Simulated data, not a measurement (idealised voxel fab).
process module | voxel plated lines
cross-section cut | 230 nm wide | cells 5 nm
A cross-section is a grid of square cells, given in bands from the top down. A band is one or more rows of cells.
Each band's line starts with the height of the band's top and of its bottom, in nm. Then come its materials from left to right, each with its width in nm. One material with "throughout" fills the band from edge to edge. "air" is empty space.
Height 0 is the level under which the wafer as received is all one material. The lowest band goes on downwards, as in "0 down".
A width such as "30 to 40" changes by the same amount from each row of cells to the next, from the band's top row to its bottom row.
"no change" after a step means that no cell of the cross-section changed.
closed voids: empty space of 8 cells or more with no open way to the top, each as width x height at its distance from the left edge, in nm
after a step's settings: what the simulator itself notes on the step
overlay nm, on a step with a mask: how far to the right of its planned place the mask lay; to the left if negative
plan
1 op RECEIVE | material Si
2 op CONFORMAL_DEP | material Al2O3 | thk nm 5
3 op DIRECTIONAL_DEP | material TiN | thk nm 5
4 op PATTERN | tone open | mask id LINES | material resist | width nm 20 | pitch nm 45 | thk nm 35 | overlay nm 0
5 op EPI | material Ru | thk nm 10
6 op EPI | material Ru | thk nm 5
7 op EPI | material Ru | thk nm 5
8 op STRIP | etch materials resist
9 op DIRECTIONAL_ETCH | etch materials TiN | depth nm 5
10 op CONFORMAL_DEP | material SiO2 | thk nm 5
as received, after step 1
  0 down: Si throughout
  closed voids: none
a wafer at the end: this start, this plan, one mistake
  35 to 30: air 20 | SiO2 30 | air 15 | SiO2 30 | air 15 | SiO2 30 | air 15 | SiO2 30 | air 45
  30 to 10: air 20 | SiO2 5 | Ru 20 | SiO2 5 | air 15 | SiO2 5 | Ru 20 | SiO2 5 | air 15 | SiO2 5 | Ru 20 | SiO2 5 | air 15 | SiO2 5 | Ru 20 | SiO2 5 | air 45
  10 to 5: SiO2 25 | TiN 20 | SiO2 25 | TiN 20 | SiO2 25 | TiN 20 | SiO2 25 | TiN 20 | SiO2 50
  5 to 0: Al2O3 throughout
  0 down: Si throughout
  closed voids: none
what went wrong: step 4 ran as: op PATTERN | tone open | mask id LINES | material resist | width nm 20 | pitch nm 45 | thk nm 35 | overlay nm -10
